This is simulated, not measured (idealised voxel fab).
The document below concerns the process module designated voxel transistor to metal.
It is cross-section cut that appears here, measuring 170 nm in width, its square cells being 5 nm in size.
For the purposes of this document, a cross-section shall be understood as a grid of square cells, specified as bands listed in top-to-bottom order, each band consisting of one or more rows of cells. Each band's line starts with the height of the band's top and of its bottom, in nm. Then come its materials from left to right, each with its width in nm. One material with "throughout" fills the band from edge to edge. "blank" is empty space. Heights are reckoned from 0. Under this level, the received wafer is all of one material. The bottommost band is open-ended downward, for example "0 -> down". A width such as "30..40" changes by the same amount from each row of cells to the next, from the band's top row to its bottom row. Key: "remained unchanged" - step with no changed cell in the cross-section. "Fully sealed voids" means: voids of 8 cells or more that are shut off from the top with no open way through. Written width x height at distance, distance from the left edge, in nm. If you see something after the settings on a step's line, that's the simulator's own remark about that step. The setting "overlay nm" may be written on the line of a step. When the step uses a mask, the value reports how far to the right of the planned place the mask lay, and a negative value reports that it lay to the left.
# The steps planned for the process are as follows
1 RECEIVE: material Si
2 CONFORMAL_DEP: material SiO2, thk nm 5
3 CONFORMAL_DEP: material SiN, thk nm 10
4 DIRECTIONAL_DEP: material aC, thk nm 10
5 PATTERN: tone cover, mask id ACTIVE, material resist, width nm 110, thk nm 25, overlay nm 0
6 DIRECTIONAL_ETCH: etch materials aC, depth nm 10
7 STRIP: etch materials resist
8 DIRECTIONAL_ETCH: etch materials SiN, depth nm 10
9 DIRECTIONAL_ETCH: etch materials SiO2, depth nm 5
10 DIRECTIONAL_ETCH: etch materials Si, depth nm 20
11 STRIP: etch materials aC
12 FILL_DEP: material SiO2, thk nm 15
13 CMP: height nm 15
14 SELECTIVE_ETCH: etch materials SiO2, depth nm 5
15 STRIP: etch materials SiN
16 SELECTIVE_ETCH: etch materials SiO2, depth nm 5
17 OXIDIZE: depth nm 5
18 DIRECTIONAL_DEP: material polySi, thk nm 30
19 DIRECTIONAL_DEP: material SiCN, thk nm 15
20 MASKED_ETCH: tone cover, mask id GATE, width nm 30, etch materials SiCN, depth nm 25, overlay nm -5
21 MASKED_ETCH: tone cover, mask id GATE, width nm 30, etch materials polySi, depth nm 40, overlay nm 0
22 CONFORMAL_DEP: material SiN, thk nm 5
23 DIRECTIONAL_ETCH: etch materials SiN, depth nm 5
24 DIRECTIONAL_ETCH: etch materials SiO2, depth nm 5
25 DIRECTIONAL_ETCH: etch materials Si, depth nm 15
26 EPI: material pSi, thk nm 15
27 FILL_DEP: material SiO2, thk nm 10
28 CMP: height nm 30
29 STRIP: etch materials polySi
30 SELECTIVE_ETCH: etch materials SiO2, depth nm 5
31 CONFORMAL_DEP: material HfO2, thk nm 5
32 CONFORMAL_DEP: material TiN, thk nm 5
33 FILL_DEP: material W, thk nm 5
34 CMP: height nm 25
35 DIRECTIONAL_DEP: material SiO2, thk nm 10
36 PATTERN: tone open, mask id CONTACT, material resist, width nm 15, pitch nm 75, thk nm 20, overlay nm 0
37 DIRECTIONAL_ETCH: etch materials SiO2, depth nm 40
38 STRIP: etch materials resist
39 CONFORMAL_DEP: material TiN, thk nm 5
40 FILL_DEP: material Ru, thk nm 10
41 CMP: height nm 35
42 DIRECTIONAL_DEP: material TiN, thk nm 5
43 DIRECTIONAL_DEP: material W, thk nm 25
44 DIRECTIONAL_DEP: material aC, thk nm 15
45 PATTERN: tone cover, mask id METAL_1, material resist, width nm 15, pitch nm 75, thk nm 30, overlay nm 0
46 DIRECTIONAL_ETCH: etch materials aC, depth nm 15
47 STRIP: etch materials resist
48 DIRECTIONAL_ETCH: etch materials W, depth nm 25
49 DIRECTIONAL_ETCH: etch materials TiN, depth nm 5
50 STRIP: etch materials aC
51 CONFORMAL_DEP: material SiCN, thk nm 5
52 FILL_DEP: material lowk, thk nm 10
53 CMP: height nm 65
54 CONFORMAL_DEP: material SiCN, thk nm 5
The value of overlay nm given for step 20 in the plan refers to the first wafer; the wafers vary in this setting and are alike at the start.
# As-received state after step 1, first of several wafers, cross-section
- 0 -> down = Si throughout
- Fully sealed voids: none
# Each row below is a wafer at the end of the module, listing for every material the number of cells it has gained (+) or lost (-) since it was received, followed by its closed voids
overlay nm -5 | +19 HfO2 | +8 Ru | -109 Si | +82 SiCN | +12 SiN | +195 SiO2 | +50 TiN | +42 W | +120 lowk | +57 pSi | Fully sealed voids: none
overlay nm 0 | +18 HfO2 | +8 Ru | -112 Si | +82 SiCN | +12 SiN | +198 SiO2 | +52 TiN | +38 W | +120 lowk | +60 pSi | Fully sealed voids: none
overlay nm 5 | +19 HfO2 | +8 Ru | -109 Si | +82 SiCN | +12 SiN | +195 SiO2 | +50 TiN | +42 W | +120 lowk | +57 pSi | Fully sealed voids: none
